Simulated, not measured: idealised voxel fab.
Module name: voxel gate over fins (process module)
Square cell edge 5 nm, section width 230 nm, ID cut.
Reading order for cross-sections: top band down to bottom band. Underlying form: a grid of square cells. Band size: one or more rows of cells. What a band's entry tells you: where the top is and where the bottom is, as heights in nm, and after that what lies inside, material by material from left to right, each with its width in nm. Empty space is written as the word "air", and a single material marked with the word "all across" occupies the band from edge to edge. Convention: height 0 is the level below which the wafer, as received, is all one material. The lowest band does not terminate at the bottom but continues downward, represented as "top 0, no bottom". It should be noted that a width expressed as "30..40" varies in equal increments from row to row of cells within the band, taking the value of the first number at the top row and that of the second number at the bottom row. The designation "remained unchanged", where it is given for a processing step, indicates that no cell of the cross-section was altered in the course of that step. "Closed internal voids" specifies each empty space that is not open to the top and that occupies no fewer than 8 cells, using the form width x height at distance, the distance measured from the left edge and all three quantities in nm. Step line, after settings: the simulator's comment on this step. overlay nm: for a step with a mask, the amount by which the mask lay right of where it was planned; a negative amount means left of it. So the way this works: pairs, before and after one process step. The after picture only goes down to the lowest band that actually changed, nothing below. Step and its settings are under each pair. And watch out, pairs might come from different runs of this module, same starting wafer though, so a pair only follows on from the one above if its "Pre-step profile" entry tells you so.

Pre-step profile:
* top 0, no bottom | Si all across
* Closed internal voids: none

Step Outcome:
* top 5, bottom 0 | SiN all across
* No changes below 0.
* Closed internal voids: none
So what happened between those two cross-sections up there? CONFORMAL_DEP,material SiN,thk nm 5

Pre-step profile: It is represented by the cross-section appearing after the step of the pair directly above.

Step Outcome:
* top 25, bottom 5 | air (80); resist (15); air (35); resist (15); air (85)
* No changes below 5.
* Closed internal voids: none
So what happened between those two cross-sections up there? PATTERN,tone cover,mask id FINS,material resist,width nm 15,pitch nm 50,thk nm 20,overlay nm 0

Pre-step profile: It is represented by the cross-section appearing after the step of the pair directly above.

Step Outcome:
* top 25, bottom 5 | air (80); resist (15); air (35); resist (15); air (85)
* top 5, bottom 0 | air (80); SiN (15); air (35); SiN (15); air (85)
* No changes below 0.
* Closed internal voids: none
So what happened between those two cross-sections up there? DIRECTIONAL_ETCH,etch materials SiN,depth nm 5

Pre-step profile: It is represented by the cross-section appearing after the step of the pair directly above.

Step Outcome:
* top 25, bottom 5 | air (80); resist (15); air (35); resist (15); air (85)
* top 5, bottom 0 | air (80); SiN (15); air (35); SiN (15); air (85)
* top 0, bottom -40 | air (80); Si (15); air (35); Si (15); air (85)
* No changes below -40.
* Closed internal voids: none
So what happened between those two cross-sections up there? DIRECTIONAL_ETCH,etch materials Si,depth nm 40

Pre-step profile: It is represented by the cross-section appearing after the step of the pair directly above.

Step Outcome:
* top 5, bottom 0 | air (80); SiN (15); air (35); SiN (15); air (85)
* No changes below 0.
* Closed internal voids: none
So what happened between those two cross-sections up there? STRIP,etch materials resist

Pre-step profile: It is represented by the cross-section appearing after the step of the pair directly above.

Step Outcome:
* top 5, bottom 0 | air (80); SiN (15); air (35); SiN (15); air (85)
* top 0, bottom -40 | air (80); SiO2 (5); Si (5); SiO2 (5); air (35); SiO2 (5); Si (5); SiO2 (5); air (85)
* top -40, bottom -45 | SiO2 (85); Si (5); SiO2 (45); Si (5); SiO2 (90)
* No changes below -45.
* Closed internal voids: none
So what happened between those two cross-sections up there? OXIDIZE,depth nm 5

Pre-step profile: It is represented by the cross-section appearing after the step of the pair directly above.

Step Outcome:
* top 15, bottom 5 | SiO2 all across
* top 5, bottom 0 | SiO2 (80); SiN (15); SiO2 (35); SiN (15); SiO2 (85)
* top 0, bottom -45 | SiO2 (85); Si (5); SiO2 (45); Si (5); SiO2 (90)
* No changes below -45.
* Closed internal voids: none
So what happened between those two cross-sections up there? FILL_DEP,material SiO2,thk nm 10

Pre-step profile: It is represented by the cross-section appearing after the step of the pair directly above.

Step Outcome:
* top 5, bottom 0 | SiO2 (80); SiN (15); SiO2 (35); SiN (15); SiO2 (85)
* No changes below 0.
* Closed internal voids: none
So what happened between those two cross-sections up there? CMP,height nm 5

Pre-step profile: It is represented by the cross-section appearing after the step of the pair directly above.

Step Outcome:
* top 15, bottom 5 | aC all across
* No changes below 5.
* Closed internal voids: none
So what happened between those two cross-sections up there? DIRECTIONAL_DEP,material aC,thk nm 10

Pre-step profile: It is represented by the cross-section appearing after the step of the pair directly above.

Step Outcome:
* top 40, bottom 15 | resist (105); air (15); resist (110)
* No changes below 15.
* Closed internal voids: none
So what happened between those two cross-sections up there? PATTERN,tone open,mask id RAIL,material resist,width nm 15,thk nm 25,overlay nm 0

Pre-step profile: It is represented by the cross-section appearing after the step of the pair directly above.

Step Outcome:
* top 30, bottom 15 | resist (105); air (15); resist (110)
* top 15, bottom 5 | aC (105); air (15); aC (110)
* No changes below 5.
* Closed internal voids: none
So what happened between those two cross-sections up there? DIRECTIONAL_ETCH,etch materials aC,depth nm 10

Pre-step profile: It is represented by the cross-section appearing after the step of the pair directly above.

Step Outcome:
* top 15, bottom 5 | aC (105); air (15); aC (110)
* No changes below 5.
* Closed internal voids: none
So what happened between those two cross-sections up there? STRIP,etch materials resist

Pre-step profile: It is represented by the cross-section appearing after the step of the pair directly above.

Step Outcome:
* top 15, bottom 5 | aC (105); air (15); aC (110)
* top 5, bottom 0 | SiO2 (80); SiN (15); SiO2 (10); air (15); SiO2 (10); SiN (15); SiO2 (85)
* top 0, bottom -35 | SiO2 (85); Si (5); SiO2 (15); air (15); SiO2 (15); Si (5); SiO2 (90)
* No changes below -35.
* Closed internal voids: none
So what happened between those two cross-sections up there? DIRECTIONAL_ETCH,etch materials SiO2,depth nm 40

Pre-step profile: It is represented by the cross-section appearing after the step of the pair directly above.

Step Outcome:
* top 5, bottom 0 | SiO2 (80); SiN (15); SiO2 (10); air (15); SiO2 (10); SiN (15); SiO2 (85)
* No changes below 0.
* Closed internal voids: none
So what happened between those two cross-sections up there? STRIP,etch materials aC

Pre-step profile: It is represented by the cross-section appearing after the step of the pair directly above.

Step Outcome:
* top 10, bottom 5 | TiN (110); air (5); TiN (115)
* top 5, bottom 0 | SiO2 (80); SiN (15); SiO2 (10); TiN (5); air (5); TiN (5); SiO2 (10); SiN (15); SiO2 (85)
* top 0, bottom -30 | SiO2 (85); Si (5); SiO2 (15); TiN (5); air (5); TiN (5); SiO2 (15); Si (5); SiO2 (90)
* top -30, bottom -35 | SiO2 (85); Si (5); SiO2 (15); TiN (15); SiO2 (15); Si (5); SiO2 (90)
* No changes below -35.
* Closed internal voids: none
So what happened between those two cross-sections up there? CONFORMAL_DEP,material TiN,thk nm 5

Pre-step profile: It is represented by the cross-section appearing after the step of the pair directly above.

Step Outcome:
* top 20, bottom 10 | W all across
* top 10, bottom 5 | TiN (110); W (5); TiN (115)
* top 5, bottom 0 | SiO2 (80); SiN (15); SiO2 (10); TiN (5); W (5); TiN (5); SiO2 (10); SiN (15); SiO2 (85)
* top 0, bottom -30 | SiO2 (85); Si (5); SiO2 (15); TiN (5); W (5); TiN (5); SiO2 (15); Si (5); SiO2 (90)
* No changes below -30.
* Closed internal voids: none
So what happened between those two cross-sections up there? FILL_DEP,material W,thk nm 10

Pre-step profile: It is represented by the cross-section appearing after the step of the pair directly above.

Step Outcome:
* top 5, bottom 0 | SiO2 (80); SiN (15); SiO2 (10); TiN (5); W (5); TiN (5); SiO2 (10); SiN (15); SiO2 (85)
* No changes below 0.
* Closed internal voids: none
So what happened between those two cross-sections up there? CMP,height nm 5

Pre-step profile: It is represented by the cross-section appearing after the step of the pair directly above.

Step Outcome:
* top 5, bottom 0 | SiO2 (80); SiN (15); SiO2 (10); air (15); SiO2 (10); SiN (15); SiO2 (85)
* top 0, bottom -20 | SiO2 (85); Si (5); SiO2 (15); air (15); SiO2 (15); Si (5); SiO2 (90)
* No changes below -20.
* Closed internal voids: none
So what happened between those two cross-sections up there? SELECTIVE_ETCH,etch materials W Ru TiN,depth nm 25

Pre-step profile: It is represented by the cross-section appearing after the step of the pair directly above.

Step Outcome:
* top 10, bottom 5 | SiO2 all across
* top 5, bottom 0 | SiO2 (80); SiN (15); SiO2 (35); SiN (15); SiO2 (85)
* top 0, bottom -20 | SiO2 (85); Si (5); SiO2 (45); Si (5); SiO2 (90)
* No changes below -20.
* Closed internal voids: none
So what happened between those two cross-sections up there? FILL_DEP,material SiO2,thk nm 5

Pre-step profile: It is represented by the cross-section appearing after the step of the pair directly above.

Step Outcome:
* top 5, bottom 0 | SiO2 (80); SiN (15); SiO2 (35); SiN (15); SiO2 (85)
* No changes below 0.
* Closed internal voids: none
So what happened between those two cross-sections up there? CMP,height nm 5

Pre-step profile: It is represented by the cross-section appearing after the step of the pair directly above.

Step Outcome:
* top 5, bottom 0 | air (80); SiN (15); air (35); SiN (15); air (85)
* top 0, bottom -15 | air (85); Si (5); air (45); Si (5); air (90)
* No changes below -15.
* Closed internal voids: none
So what happened between those two cross-sections up there? SELECTIVE_ETCH,etch materials SiO2,depth nm 20

Pre-step profile: It is represented by the cross-section appearing after the step of the pair directly above.

Step Outcome:
* top 0, bottom -15 | air (85); Si (5); air (45); Si (5); air (90)
* No changes below -15.
* Closed internal voids: none
So what happened between those two cross-sections up there? STRIP,etch materials SiN

Pre-step profile: It is represented by the cross-section appearing after the step of the pair directly above.

Step Outcome:
* top 5, bottom 0 | air (80); HfO2 (15); air (35); HfO2 (15); air (85)
* top 0, bottom -10 | air (80); HfO2 (5); Si (5); HfO2 (5); air (35); HfO2 (5); Si (5); HfO2 (5); air (85)
* top -10, bottom -15 | HfO2 (85); Si (5); HfO2 (45); Si (5); HfO2 (90)
* No changes below -15.
* Closed internal voids: none
So what happened between those two cross-sections up there? CONFORMAL_DEP,material HfO2,thk nm 5

Pre-step profile: It is represented by the cross-section appearing after the step of the pair directly above.

Step Outcome:
* top 10, bottom 5 | air (75); TiN (25); air (25); TiN (25); air (80)
* top 5, bottom 0 | air (75); TiN (5); HfO2 (15); TiN (5); air (25); TiN (5); HfO2 (15); TiN (5); air (80)
* top 0, bottom -5 | air (75); TiN (5); HfO2 (5); Si (5); HfO2 (5); TiN (5); air (25); TiN (5); HfO2 (5); Si (5); HfO2 (5); TiN (5); air (80)
* top -5, bottom -10 | TiN (80); HfO2 (5); Si (5); HfO2 (5); TiN (35); HfO2 (5); Si (5); HfO2 (5); TiN (85)
* No changes below -10.
* Closed internal voids: none
So what happened between those two cross-sections up there? CONFORMAL_DEP,material TiN,thk nm 5

Pre-step profile: It is represented by the cross-section appearing after the step of the pair directly above.

Step Outcome:
* top 15, bottom 10 | air (70); TiAl (35); air (15); TiAl (35); air (75)
* top 10, bottom 5 | air (70); TiAl (5); TiN (25); TiAl (5); air (15); TiAl (5); TiN (25); TiAl (5); air (75)
* top 5, bottom 0 | air (70); TiAl (5); TiN (5); HfO2 (15); TiN (5); TiAl (5); air (15); TiAl (5); TiN (5); HfO2 (15); TiN (5); TiAl (5); air (75)
* top 0, bottom -5 | TiAl (75); TiN (5); HfO2 (5); Si (5); HfO2 (5); TiN (5); TiAl (25); TiN (5); HfO2 (5); Si (5); HfO2 (5); TiN (5); TiAl (80)
* No changes below -5.
* Closed internal voids: none
So what happened between those two cross-sections up there? CONFORMAL_DEP,material TiAl,thk nm 5

Pre-step profile: It is represented by the cross-section appearing after the step of the pair directly above.

Step Outcome:
* top 20, bottom 15 | air (65); TiN (45); air (5); TiN (45); air (70)
* top 15, bottom 10 | air (65); TiN (5); TiAl (35); TiN (5); air (5); TiN (5); TiAl (35); TiN (5); air (70)
* top 10, bottom 5 | air (65); TiN (5); TiAl (5); TiN (25); TiAl (5); TiN (5); air (5); TiN (5); TiAl (5); TiN (25); TiAl (5); TiN (5); air (70)
* top 5, bottom 0 | TiN (70); TiAl (5); TiN (5); HfO2 (15); TiN (5); TiAl (5); TiN (15); TiAl (5); TiN (5); HfO2 (15); TiN (5); TiAl (5); TiN (75)
* No changes below 0.
* Closed internal voids: none
So what happened between those two cross-sections up there? CONFORMAL_DEP,material TiN,thk nm 5

Pre-step profile: It is represented by the cross-section appearing after the step of the pair directly above.

Step Outcome:
* top 35, bottom 20 | W all across
* top 20, bottom 15 | W (65); TiN (45); W (5); TiN (45); W (70)
* top 15, bottom 10 | W (65); TiN (5); TiAl (35); TiN (5); W (5); TiN (5); TiAl (35); TiN (5); W (70)
* top 10, bottom 5 | W (65); TiN (5); TiAl (5); TiN (25); TiAl (5); TiN (5); W (5); TiN (5); TiAl (5); TiN (25); TiAl (5); TiN (5); W (70)
* No changes below 5.
* Closed internal voids: none
So what happened between those two cross-sections up there? FILL_DEP,material W,thk nm 15

Pre-step profile: It is represented by the cross-section appearing after the step of the pair directly above.

Step Outcome:
* top 30, bottom 20 | W all across
* No changes below 20.
* Closed internal voids: none
So what happened between those two cross-sections up there? CMP,height nm 30

Pre-step profile: It is represented by the cross-section appearing after the step of the pair directly above.

Step Outcome:
* top 35, bottom 30 | SiN all across
* No changes below 30.
* Closed internal voids: none
So what happened between those two cross-sections up there? CONFORMAL_DEP,material SiN,thk nm 5

Pre-step profile:
* top 5, bottom 0 | air (80); HfO2 (15); air (35); HfO2 (15); air (85)
* top 0, bottom -10 | air (80); HfO2 (5); Si (5); HfO2 (5); air (35); HfO2 (5); Si (5); HfO2 (5); air (85)
* top -10, bottom -15 | HfO2 (85); Si (5); HfO2 (45); Si (5); HfO2 (90)
* top -15, bottom -20 | SiO2 (85); Si (5); SiO2 (45); Si (5); SiO2 (90)
* top -20, bottom -30 | SiO2 (85); Si (5); SiO2 (15); TiN (5); W (5); TiN (5); SiO2 (15); Si (5); SiO2 (90)
* top -30, bottom -35 | SiO2 (85); Si (5); SiO2 (15); TiN (15); SiO2 (15); Si (5); SiO2 (90)
* top -35, bottom -45 | SiO2 (85); Si (5); SiO2 (45); Si (5); SiO2 (90)
* top -45, no bottom | Si all across
* Closed internal voids: none

Step Outcome:
* top 10, bottom 5 | air (75); TiAl (25); air (25); TiAl (25); air (80)
* top 5, bottom 0 | air (75); TiAl (5); HfO2 (15); TiAl (5); air (25); TiAl (5); HfO2 (15); TiAl (5); air (80)
* top 0, bottom -5 | air (75); TiAl (5); HfO2 (5); Si (5); HfO2 (5); TiAl (5); air (25); TiAl (5); HfO2 (5); Si (5); HfO2 (5); TiAl (5); air (80)
* top -5, bottom -10 | TiAl (80); HfO2 (5); Si (5); HfO2 (5); TiAl (35); HfO2 (5); Si (5); HfO2 (5); TiAl (85)
* No changes below -10.
* Closed internal voids: none
So what happened between those two cross-sections up there? CONFORMAL_DEP,material TiAl,thk nm 5

Pre-step profile: It is represented by the cross-section appearing after the step of the pair directly above.

Step Outcome:
* top 15, bottom 10 | air (70); TiN (35); air (15); TiN (35); air (75)
* top 10, bottom 5 | air (70); TiN (5); TiAl (25); TiN (5); air (15); TiN (5); TiAl (25); TiN (5); air (75)
* top 5, bottom 0 | air (70); TiN (5); TiAl (5); HfO2 (15); TiAl (5); TiN (5); air (15); TiN (5); TiAl (5); HfO2 (15); TiAl (5); TiN (5); air (75)
* top 0, bottom -5 | TiN (75); TiAl (5); HfO2 (5); Si (5); HfO2 (5); TiAl (5); TiN (25); TiAl (5); HfO2 (5); Si (5); HfO2 (5); TiAl (5); TiN (80)
* No changes below -5.
* Closed internal voids: none
So what happened between those two cross-sections up there? CONFORMAL_DEP,material TiN,thk nm 5

Pre-step profile: It is represented by the cross-section appearing after the step of the pair directly above.

Step Outcome:
* top 30, bottom 15 | W all across
* top 15, bottom 10 | W (70); TiN (35); W (15); TiN (35); W (75)
* top 10, bottom 5 | W (70); TiN (5); TiAl (25); TiN (5); W (15); TiN (5); TiAl (25); TiN (5); W (75)
* top 5, bottom 0 | W (70); TiN (5); TiAl (5); HfO2 (15); TiAl (5); TiN (5); W (15); TiN (5); TiAl (5); HfO2 (15); TiAl (5); TiN (5); W (75)
* No changes below 0.
* Closed internal voids: none
So what happened between those two cross-sections up there? FILL_DEP,material W,thk nm 15

Pre-step profile: It is represented by the cross-section appearing after the step of the pair directly above.

Step Outcome:
* top 35, bottom 30 | SiN all across
* No changes below 30.
* Closed internal voids: none
So what happened between those two cross-sections up there? CONFORMAL_DEP,material SiN,thk nm 5

Pre-step profile:
* top 5, bottom 0 | air (80); SiN (15); air (35); SiN (15); air (85)
* top 0, bottom -15 | air (85); Si (5); air (45); Si (5); air (90)
* top -15, bottom -20 | SiO2 (85); Si (5); SiO2 (45); Si (5); SiO2 (90)
* top -20, bottom -30 | SiO2 (85); Si (5); SiO2 (15); TiN (5); W (5); TiN (5); SiO2 (15); Si (5); SiO2 (90)
* top -30, bottom -35 | SiO2 (85); Si (5); SiO2 (15); TiN (15); SiO2 (15); Si (5); SiO2 (90)
* top -35, bottom -45 | SiO2 (85); Si (5); SiO2 (45); Si (5); SiO2 (90)
* top -45, no bottom | Si all across
* Closed internal voids: none

Step Outcome:
* top 5, bottom 0 | air (80); SiN (15); air (35); SiN (15); air (85)
* top 0, bottom -20 | air (85); Si (5); air (45); Si (5); air (90)
* top -20, bottom -30 | air (85); Si (5); air (15); TiN (5); W (5); TiN (5); air (15); Si (5); air (90)
* top -30, bottom -35 | air (85); Si (5); air (15); TiN (15); air (15); Si (5); air (90)
* No changes below -35.
* Closed internal voids: none
So what happened between those two cross-sections up there? SELECTIVE_ETCH,etch materials SiO2,depth nm 20

Pre-step profile: It is represented by the cross-section appearing after the step of the pair directly above.

Step Outcome:
* top 0, bottom -20 | air (85); Si (5); air (45); Si (5); air (90)
* No changes below -20.
* Closed internal voids: none
So what happened between those two cross-sections up there? STRIP,etch materials SiN

Pre-step profile: It is represented by the cross-section appearing after the step of the pair directly above.

Step Outcome:
* top 5, bottom 0 | air (80); HfO2 (15); air (35); HfO2 (15); air (85)
* top 0, bottom -15 | air (80); HfO2 (5); Si (5); HfO2 (5); air (35); HfO2 (5); Si (5); HfO2 (5); air (85)
* top -15, bottom -20 | air (80); HfO2 (5); Si (5); HfO2 (5); air (5); HfO2 (25); air (5); HfO2 (5); Si (5); HfO2 (5); air (85)
* top -20, bottom -30 | air (80); HfO2 (5); Si (5); HfO2 (5); air (5); HfO2 (5); TiN (5); W (5); TiN (5); HfO2 (5); air (5); HfO2 (5); Si (5); HfO2 (5); air (85)
* top -30, bottom -35 | HfO2 (85); Si (5); HfO2 (15); TiN (15); HfO2 (15); Si (5); HfO2 (90)
* No changes below -35.
* Closed internal voids: none
So what happened between those two cross-sections up there? CONFORMAL_DEP,material HfO2,thk nm 5

Pre-step profile: It is represented by the cross-section appearing after the step of the pair directly above.

Step Outcome:
* top 10, bottom 5 | air (75); TiN (25); air (25); TiN (25); air (80)
* top 5, bottom 0 | air (75); TiN (5); HfO2 (15); TiN (5); air (25); TiN (5); HfO2 (15); TiN (5); air (80)
* top 0, bottom -10 | air (75); TiN (5); HfO2 (5); Si (5); HfO2 (5); TiN (5); air (25); TiN (5); HfO2 (5); Si (5); HfO2 (5); TiN (5); air (80)
* top -10, bottom -15 | air (75); TiN (5); HfO2 (5); Si (5); HfO2 (5); TiN (35); HfO2 (5); Si (5); HfO2 (5); TiN (5); air (80)
* top -15, bottom -20 | air (75); TiN (5); HfO2 (5); Si (5); HfO2 (5); TiN (5); HfO2 (25); TiN (5); HfO2 (5); Si (5); HfO2 (5); TiN (5); air (80)
* top -20, bottom -25 | air (75); TiN (5); HfO2 (5); Si (5); HfO2 (5); TiN (5); HfO2 (5); TiN (5); W (5); TiN (5); HfO2 (5); TiN (5); HfO2 (5); Si (5); HfO2 (5); TiN (5); air (80)
* top -25, bottom -30 | TiN (80); HfO2 (5); Si (5); HfO2 (5); TiN (5); HfO2 (5); TiN (5); W (5); TiN (5); HfO2 (5); TiN (5); HfO2 (5); Si (5); HfO2 (5); TiN (85)
* No changes below -30.
* Closed internal voids: none
So what happened between those two cross-sections up there? CONFORMAL_DEP,material TiN,thk nm 5

Pre-step profile: It is represented by the cross-section appearing after the step of the pair directly above.

Step Outcome:
* top 15, bottom 10 | air (70); TiAl (35); air (15); TiAl (35); air (75)
* top 10, bottom 5 | air (70); TiAl (5); TiN (25); TiAl (5); air (15); TiAl (5); TiN (25); TiAl (5); air (75)
* top 5, bottom 0 | air (70); TiAl (5); TiN (5); HfO2 (15); TiN (5); TiAl (5); air (15); TiAl (5); TiN (5); HfO2 (15); TiN (5); TiAl (5); air (75)
* top 0, bottom -5 | air (70); TiAl (5); TiN (5); HfO2 (5); Si (5); HfO2 (5); TiN (5); TiAl (5); air (15); TiAl (5); TiN (5); HfO2 (5); Si (5); HfO2 (5); TiN (5); TiAl (5); air (75)
* top -5, bottom -10 | air (70); TiAl (5); TiN (5); HfO2 (5); Si (5); HfO2 (5); TiN (5); TiAl (25); TiN (5); HfO2 (5); Si (5); HfO2 (5); TiN (5); TiAl (5); air (75)
* top -10, bottom -15 | air (70); TiAl (5); TiN (5); HfO2 (5); Si (5); HfO2 (5); TiN (35); HfO2 (5); Si (5); HfO2 (5); TiN (5); TiAl (5); air (75)
* top -15, bottom -20 | air (70); TiAl (5); TiN (5); HfO2 (5); Si (5); HfO2 (5); TiN (5); HfO2 (25); TiN (5); HfO2 (5); Si (5); HfO2 (5); TiN (5); TiAl (5); air (75)
* top -20, bottom -25 | TiAl (75); TiN (5); HfO2 (5); Si (5); HfO2 (5); TiN (5); HfO2 (5); TiN (5); W (5); TiN (5); HfO2 (5); TiN (5); HfO2 (5); Si (5); HfO2 (5); TiN (5); TiAl (80)
* No changes below -25.
* Closed internal voids: none
So what happened between those two cross-sections up there? CONFORMAL_DEP,material TiAl,thk nm 5

Pre-step profile: It is represented by the cross-section appearing after the step of the pair directly above.

Step Outcome:
* top 20, bottom 15 | air (65); TiN (45); air (5); TiN (45); air (70)
* top 15, bottom 10 | air (65); TiN (5); TiAl (35); TiN (5); air (5); TiN (5); TiAl (35); TiN (5); air (70)
* top 10, bottom 5 | air (65); TiN (5); TiAl (5); TiN (25); TiAl (5); TiN (5); air (5); TiN (5); TiAl (5); TiN (25); TiAl (5); TiN (5); air (70)
* top 5, bottom 0 | air (65); TiN (5); TiAl (5); TiN (5); HfO2 (15); TiN (5); TiAl (5); TiN (5); air (5); TiN (5); TiAl (5); TiN (5); HfO2 (15); TiN (5); TiAl (5); TiN (5); air (70)
* top 0, bottom -5 | air (65); TiN (5); TiAl (5); TiN (5); HfO2 (5); Si (5); HfO2 (5); TiN (5); TiAl (5); TiN (15); TiAl (5); TiN (5); HfO2 (5); Si (5); HfO2 (5); TiN (5); TiAl (5); TiN (5); air (70)
* top -5, bottom -10 | air (65); TiN (5); TiAl (5); TiN (5); HfO2 (5); Si (5); HfO2 (5); TiN (5); TiAl (25); TiN (5); HfO2 (5); Si (5); HfO2 (5); TiN (5); TiAl (5); TiN (5); air (70)
* top -10, bottom -15 | air (65); TiN (5); TiAl (5); TiN (5); HfO2 (5); Si (5); HfO2 (5); TiN (35); HfO2 (5); Si (5); HfO2 (5); TiN (5); TiAl (5); TiN (5); air (70)
* top -15, bottom -20 | TiN (70); TiAl (5); TiN (5); HfO2 (5); Si (5); HfO2 (5); TiN (5); HfO2 (25); TiN (5); HfO2 (5); Si (5); HfO2 (5); TiN (5); TiAl (5); TiN (75)
* No changes below -20.
* Closed internal voids: none
So what happened between those two cross-sections up there? CONFORMAL_DEP,material TiN,thk nm 5

Pre-step profile: It is represented by the cross-section appearing after the step of the pair directly above.

Step Outcome:
* top 35, bottom 20 | W all across
* top 20, bottom 15 | W (65); TiN (45); W (5); TiN (45); W (70)
* top 15, bottom 10 | W (65); TiN (5); TiAl (35); TiN (5); W (5); TiN (5); TiAl (35); TiN (5); W (70)
* top 10, bottom 5 | W (65); TiN (5); TiAl (5); TiN (25); TiAl (5); TiN (5); W (5); TiN (5); TiAl (5); TiN (25); TiAl (5); TiN (5); W (70)
* top 5, bottom 0 | W (65); TiN (5); TiAl (5); TiN (5); HfO2 (15); TiN (5); TiAl (5); TiN (5); W (5); TiN (5); TiAl (5); TiN (5); HfO2 (15); TiN (5); TiAl (5); TiN (5); W (70)
* top 0, bottom -5 | W (65); TiN (5); TiAl (5); TiN (5); HfO2 (5); Si (5); HfO2 (5); TiN (5); TiAl (5); TiN (15); TiAl (5); TiN (5); HfO2 (5); Si (5); HfO2 (5); TiN (5); TiAl (5); TiN (5); W (70)
* top -5, bottom -10 | W (65); TiN (5); TiAl (5); TiN (5); HfO2 (5); Si (5); HfO2 (5); TiN (5); TiAl (25); TiN (5); HfO2 (5); Si (5); HfO2 (5); TiN (5); TiAl (5); TiN (5); W (70)
* top -10, bottom -15 | W (65); TiN (5); TiAl (5); TiN (5); HfO2 (5); Si (5); HfO2 (5); TiN (35); HfO2 (5); Si (5); HfO2 (5); TiN (5); TiAl (5); TiN (5); W (70)
* No changes below -15.
* Closed internal voids: none
So what happened between those two cross-sections up there? FILL_DEP,material W,thk nm 15

Pre-step profile: It is represented by the cross-section appearing after the step of the pair directly above.

Step Outcome:
* top 30, bottom 20 | W all across
* No changes below 20.
* Closed internal voids: none
So what happened between those two cross-sections up there? CMP,height nm 30

Pre-step profile: It is represented by the cross-section appearing after the step of the pair directly above.

Step Outcome:
* top 35, bottom 30 | SiN all across
* No changes below 30.
* Closed internal voids: none
So what happened between those two cross-sections up there? CONFORMAL_DEP,material SiN,thk nm 5

Pre-step profile:
* top 0, bottom -15 | air (85); Si (5); air (45); Si (5); air (90)
* top -15, bottom -20 | SiO2 (85); Si (5); SiO2 (45); Si (5); SiO2 (90)
* top -20, bottom -30 | SiO2 (85); Si (5); SiO2 (15); TiN (5); W (5); TiN (5); SiO2 (15); Si (5); SiO2 (90)
* top -30, bottom -35 | SiO2 (85); Si (5); SiO2 (15); TiN (15); SiO2 (15); Si (5); SiO2 (90)
* top -35, bottom -45 | SiO2 (85); Si (5); SiO2 (45); Si (5); SiO2 (90)
* top -45, no bottom | Si all across
* Closed internal voids: none

Step Outcome:
* top 5, bottom 0 | air (80); TiN (15); air (35); TiN (15); air (85)
* top 0, bottom -10 | air (80); TiN (5); Si (5); TiN (5); air (35); TiN (5); Si (5); TiN (5); air (85)
* top -10, bottom -15 | TiN (85); Si (5); TiN (45); Si (5); TiN (90)
* No changes below -15.
* Closed internal voids: none
So what happened between those two cross-sections up there? CONFORMAL_DEP,material TiN,thk nm 5

Pre-step profile: It is represented by the cross-section appearing after the step of the pair directly above.

Step Outcome:
* top 10, bottom 5 | air (75); HfO2 (25); air (25); HfO2 (25); air (80)
* top 5, bottom 0 | air (75); HfO2 (5); TiN (15); HfO2 (5); air (25); HfO2 (5); TiN (15); HfO2 (5); air (80)
* top 0, bottom -5 | air (75); HfO2 (5); TiN (5); Si (5); TiN (5); HfO2 (5); air (25); HfO2 (5); TiN (5); Si (5); TiN (5); HfO2 (5); air (80)
* top -5, bottom -10 | HfO2 (80); TiN (5); Si (5); TiN (5); HfO2 (35); TiN (5); Si (5); TiN (5); HfO2 (85)
* No changes below -10.
* Closed internal voids: none
So what happened between those two cross-sections up there? CONFORMAL_DEP,material HfO2,thk nm 5

Pre-step profile: It is represented by the cross-section appearing after the step of the pair directly above.

Step Outcome:
* top 15, bottom 10 | air (70); TiAl (35); air (15); TiAl (35); air (75)
* top 10, bottom 5 | air (70); TiAl (5); HfO2 (25); TiAl (5); air (15); TiAl (5); HfO2 (25); TiAl (5); air (75)
* top 5, bottom 0 | air (70); TiAl (5); HfO2 (5); TiN (15); HfO2 (5); TiAl (5); air (15); TiAl (5); HfO2 (5); TiN (15); HfO2 (5); TiAl (5); air (75)
* top 0, bottom -5 | TiAl (75); HfO2 (5); TiN (5); Si (5); TiN (5); HfO2 (5); TiAl (25); HfO2 (5); TiN (5); Si (5); TiN (5); HfO2 (5); TiAl (80)
* No changes below -5.
* Closed internal voids: none
So what happened between those two cross-sections up there? CONFORMAL_DEP,material TiAl,thk nm 5

Pre-step profile: It is represented by the cross-section appearing after the step of the pair directly above.

Step Outcome:
* top 20, bottom 15 | air (65); TiN (45); air (5); TiN (45); air (70)
* top 15, bottom 10 | air (65); TiN (5); TiAl (35); TiN (5); air (5); TiN (5); TiAl (35); TiN (5); air (70)
* top 10, bottom 5 | air (65); TiN (5); TiAl (5); HfO2 (25); TiAl (5); TiN (5); air (5); TiN (5); TiAl (5); HfO2 (25); TiAl (5); TiN (5); air (70)
* top 5, bottom 0 | TiN (70); TiAl (5); HfO2 (5); TiN (15); HfO2 (5); TiAl (5); TiN (15); TiAl (5); HfO2 (5); TiN (15); HfO2 (5); TiAl (5); TiN (75)
* No changes below 0.
* Closed internal voids: none
So what happened between those two cross-sections up there? CONFORMAL_DEP,material TiN,thk nm 5

Pre-step profile: It is represented by the cross-section appearing after the step of the pair directly above.

Step Outcome:
* top 35, bottom 20 | W all across
* top 20, bottom 15 | W (65); TiN (45); W (5); TiN (45); W (70)
* top 15, bottom 10 | W (65); TiN (5); TiAl (35); TiN (5); W (5); TiN (5); TiAl (35); TiN (5); W (70)
* top 10, bottom 5 | W (65); TiN (5); TiAl (5); HfO2 (25); TiAl (5); TiN (5); W (5); TiN (5); TiAl (5); HfO2 (25); TiAl (5); TiN (5); W (70)
* No changes below 5.
* Closed internal voids: none
So what happened between those two cross-sections up there? FILL_DEP,material W,thk nm 15

Pre-step profile: It is represented by the cross-section appearing after the step of the pair directly above.

Step Outcome:
* top 30, bottom 20 | W all across
* No changes below 20.
* Closed internal voids: none
So what happened between those two cross-sections up there? CMP,height nm 30

Pre-step profile: It is represented by the cross-section appearing after the step of the pair directly above.

Step Outcome:
* top 35, bottom 30 | SiN all across
* No changes below 30.
* Closed internal voids: none
So what happened between those two cross-sections up there? CONFORMAL_DEP,material SiN,thk nm 5

Pre-step profile:
* top 25, bottom 5 | air (80); resist (15); air (35); resist (15); air (85)
* top 5, bottom 0 | air (80); SiN (15); air (35); SiN (15); air (85)
* top 0, no bottom | Si all across
* Closed internal voids: none

Step Outcome:
* top 25, bottom 5 | air (80); resist (15); air (35); resist (15); air (85)
* top 5, bottom 0 | air (80); SiN (15); air (35); SiN (15); air (85)
* top 0, bottom -50 | air (80); Si (15); air (35); Si (15); air (85)
* No changes below -50.
* Closed internal voids: none
So what happened between those two cross-sections up there? DIRECTIONAL_ETCH,etch materials Si,depth nm 50
